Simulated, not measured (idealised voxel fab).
Herein follows the process module entitled voxel tone inversion.
This is section cut - it's 200 nm across, gridded in 5 nm square cells.
Notation: cross-section as square-cell grid; stated in bands, top first, going down; one or more cell rows per band.
Within each band entry, the heights of the top and of the bottom of the band appear first, in that order and in nm; the materials of the band then follow from left to right, each with its corresponding width in nm. The designation "edge to edge" on a single material indicates that it fills the band from edge to edge; the designation "air" indicates empty space.
A quick word on heights: they are counted from 0, and under that level the wafer as it came to us is one material throughout. The lowest band is different from the rest in having no bottom; it simply continues downward, written as in "0 nm and below".
The notation "30 to 40" denotes a width that varies across the rows of cells in the band, beginning at the first number in the top row, finishing at the second number in the bottom row, and changing by an identical amount from each row to the next.
What does "nothing was modified" mean for a step? It means no cell of the cross-section changed in that step.
Look at "Sealed cavities" for the closed voids: empty spaces with no open path to the top, sized 8 cells or up. Each is width x height at distance, distance from the left edge, all nm.
On a step's line, text after the settings is the simulator commenting on that step.
A step line may carry the setting "overlay nm", which, for steps involving a mask, states the distance by which the mask lay to the right of its intended position; negative values denote displacement to the left.

## The process steps that were planned are listed below
step 1: RECEIVE (material Si)
step 2: CONFORMAL_DEP (material SiCN; thk nm 10)
step 3: DIRECTIONAL_DEP (material polySi; thk nm 15)
step 4: PATTERN (tone cover; mask id POSTS; material resist; width nm 25; pitch nm 55; thk nm 25; overlay nm 0)
step 5: DIRECTIONAL_ETCH (etch materials polySi; depth nm 15)
step 6: STRIP (etch materials resist)
step 7: FILL_DEP (material lowk; thk nm 5)
step 8: CMP (height nm 25)
step 9: STRIP (etch materials polySi)
step 10: CONFORMAL_DEP (material TiN; thk nm 5)
step 11: FILL_DEP (material Ru; thk nm 10)
step 12: CMP (height nm 25)
step 13: CONFORMAL_DEP (material SiN; thk nm 5)

## Cross-section of the wafer at receipt, which is the condition after step 1
	0 nm and below: Si edge to edge
	Sealed cavities: none

## Wafer cross-section at module end: first of two, run to plan
	30 nm to 25 nm: SiN edge to edge
	25 nm to 15 nm: lowk (30), TiN (5), Ru (15), TiN (5), lowk (30), TiN (5), Ru (15), TiN (5), lowk (30), TiN (5), Ru (15), TiN (5), lowk (35)
	15 nm to 10 nm: lowk (30), TiN (25), lowk (30), TiN (25), lowk (30), TiN (25), lowk (35)
	10 nm to 0 nm: SiCN edge to edge
	0 nm and below: Si edge to edge
	Sealed cavities: none

## Wafer two (of two), end-of-module cross-section: start = wafer one, plan = wafer one, one run mistake
	30 nm to 25 nm: SiN edge to edge
	25 nm to 15 nm: lowk (40), TiN (5), Ru (15), TiN (5), lowk (30), TiN (5), Ru (15), TiN (5), lowk (30), TiN (5), Ru (15), TiN (5), lowk (25)
	15 nm to 10 nm: lowk (40), TiN (25), lowk (30), TiN (25), lowk (30), TiN (25), lowk (25)
	10 nm to 0 nm: SiCN edge to edge
	0 nm and below: Si edge to edge
	Sealed cavities: none
What was done differently from what was planned? step 4 changed vs plan, executed as PATTERN (tone cover; mask id POSTS; material resist; width nm 25; pitch nm 55; thk nm 25; overlay nm 10)
End check, second vs first wafer: material counts in cells match, positions do not.
